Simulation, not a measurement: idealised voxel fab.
Documented hereafter: the process module known as voxel local oxidation.
The figure presents cross-section cut, which has a width of 245 nm and is divided into square cells with an edge length of 5 nm.
A cross-section is a grid of square cells, given in bands from the top down. A band is one or more rows of cells. Look at the band entry: it leads with the top's height and the bottom's height in nm. Then it lists the materials left to right, with a width in nm for each. The word "edge to edge" on a single material says that material fills the band edge to edge. The word "air" is empty space. Where do heights start? At 0: under that level the wafer as delivered is made of one material only. And the lowest band has no floor; it just carries on downward, as in "z 0 and below". Per-row width for "30 to 40": begins at first number (top row of band), ends at second number (bottom row), increment between rows held constant. Step note "all unchanged" = no cross-section cell changed. The entry "Closed internal voids" lists the empty spaces that cover at least 8 cells and have no open path to the top. Each is written as width x height at distance, where the distance is measured from the left edge and all three values are in nm. If you see something after the settings on a step's line, that's the simulator's own remark about that step. overlay nm: mask offset rightward from planned place, masked step; negative means leftward offset.
The steps planned for the process are as follows
step 1: RECEIVE with material Si
step 2: OXIDIZE with depth nm 5
step 3: CONFORMAL_DEP with material SiN, thk nm 15
step 4: MASKED_ETCH with tone cover, mask id ACTIVE, width nm 125, etch materials SiN, depth nm 15, overlay nm 0
step 5: SELECTIVE_ETCH with etch materials SiO2, depth nm 5
step 6: OXIDIZE with depth nm 10
step 7: STRIP with etch materials SiN
Cross-section, incoming material, after step 1
> z 0 and below  Si edge to edge
> Closed internal voids: none
Cross-sectional view of the first of the two wafers upon completion of the module, processed in accordance with the plan
> z 0 to -5  air: 65 / SiO2: 115 / air: 65
> z -5 to -15  SiO2: 75 / Si: 95 / SiO2: 75
> z -15 and below  Si edge to edge
> Closed internal voids: none
Cross-sectional view: second of two wafers, end of module; start and plan identical to the first, one mistake in running
> z 0 to -5  SiO2: 55 / air: 135 / SiO2: 55
> z -5 to -15  Si: 45 / SiO2: 155 / Si: 45
> z -15 and below  Si edge to edge
> Closed internal voids: none
Error vs. plan: step 4 off recipe, ran as MASKED_ETCH with tone open, mask id ACTIVE, width nm 125, etch materials SiN, depth nm 15, overlay nm 0
Final difference in cells, second wafer against first, listed per material as more or fewer: Si -2, SiO2 +1
